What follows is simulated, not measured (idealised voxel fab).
process module | voxel ribs on slabs
cross-section cut | 200 nm wide | cells 5 nm
A cross-section is a grid of square cells, given in bands from the top down. A band is one or more rows of cells.
Each band's line starts with the height of the band's top and of its bottom, in nm. Then come its materials from left to right, each with its width in nm. One material with "throughout" fills the band from edge to edge. "air" is empty space.
Height 0 is the level under which the wafer as received is all one material. The lowest band goes on downwards, as in "0 down".
A width such as "30 to 40" changes by the same amount from each row of cells to the next, from the band's top row to its bottom row.
"no change" after a step means that no cell of the cross-section changed.
closed voids: empty space of 8 cells or more with no open way to the top, each as width x height at its distance from the left edge, in nm
after a step's settings: what the simulator itself notes on the step
overlay nm, on a step with a mask: how far to the right of its planned place the mask lay; to the left if negative
plan
1 op RECEIVE | material Si
2 op DIRECTIONAL_DEP | material SiO2 | thk nm 30
3 op DIRECTIONAL_DEP | material SiN | thk nm 25
4 op MASKED_ETCH | tone cover | mask id RIB | width nm 20 | etch materials SiN | depth nm 5 | overlay nm 0
5 op PATTERN | tone cover | mask id SLAB | material resist | width nm 80 | thk nm 20 | overlay nm 0
6 op DIRECTIONAL_ETCH | etch materials SiN | depth nm 20
7 op STRIP | etch materials resist
8 op FILL_DEP | material SiO2 | thk nm 15
9 op CMP | height nm 65
10 op DIRECTIONAL_DEP | material TiN | thk nm 10
11 op MASKED_ETCH | tone cover | mask id HEATER | width nm 30 | etch materials TiN | depth nm 10 | overlay nm 0
12 op CONFORMAL_DEP | material SiN | thk nm 10
first wafer, as planned
as received, after step 1
  0 down: Si throughout
  closed voids: none
after step 2
  30 to 0: SiO2 throughout
  below 0: unchanged
after step 3
  55 to 30: SiN throughout
  below 30: unchanged
after step 4
  55 to 50: air 90 | SiN 20 | air 90
  below 50: unchanged
after step 5
  75 to 55: air 60 | resist 80 | air 60
  55 to 50: air 60 | resist 30 | SiN 20 | resist 30 | air 60
  below 50: unchanged
after step 6
  75 to 55: air 60 | resist 80 | air 60
  55 to 50: air 60 | resist 30 | SiN 20 | resist 30 | air 60
  50 to 30: air 60 | SiN 80 | air 60
  below 30: unchanged
after step 7
  55 to 50: air 90 | SiN 20 | air 90
  below 50: unchanged
after step 8
  70 to 55: SiO2 throughout
  55 to 50: SiO2 90 | SiN 20 | SiO2 90
  50 to 30: SiO2 60 | SiN 80 | SiO2 60
  below 30: unchanged
after step 9
  65 to 55: SiO2 throughout
  below 55: unchanged
after step 10
  75 to 65: TiN throughout
  below 65: unchanged
after step 11
  75 to 65: air 85 | TiN 30 | air 85
  below 65: unchanged
after step 12
  85 to 75: air 75 | SiN 50 | air 75
  75 to 65: SiN 85 | TiN 30 | SiN 85
  below 65: unchanged
second wafer: like start, like plan, one mistake. Through step 10 it matches the first wafer
when step 11 should have ended
  75 to 65: air 85 | TiN 35 | air 80
  below 65: unchanged
when step 12 should have ended
  85 to 75: air 75 | SiN 55 | air 70
  75 to 65: SiN 85 | TiN 35 | SiN 80
  below 65: unchanged
what went wrong: step 11 ran as: op MASKED_ETCH | tone cover | mask id HEATER | width nm 35 | etch materials TiN | depth nm 10 | overlay nm 0
at the end the second wafer has, in cells: 2 more of TiN
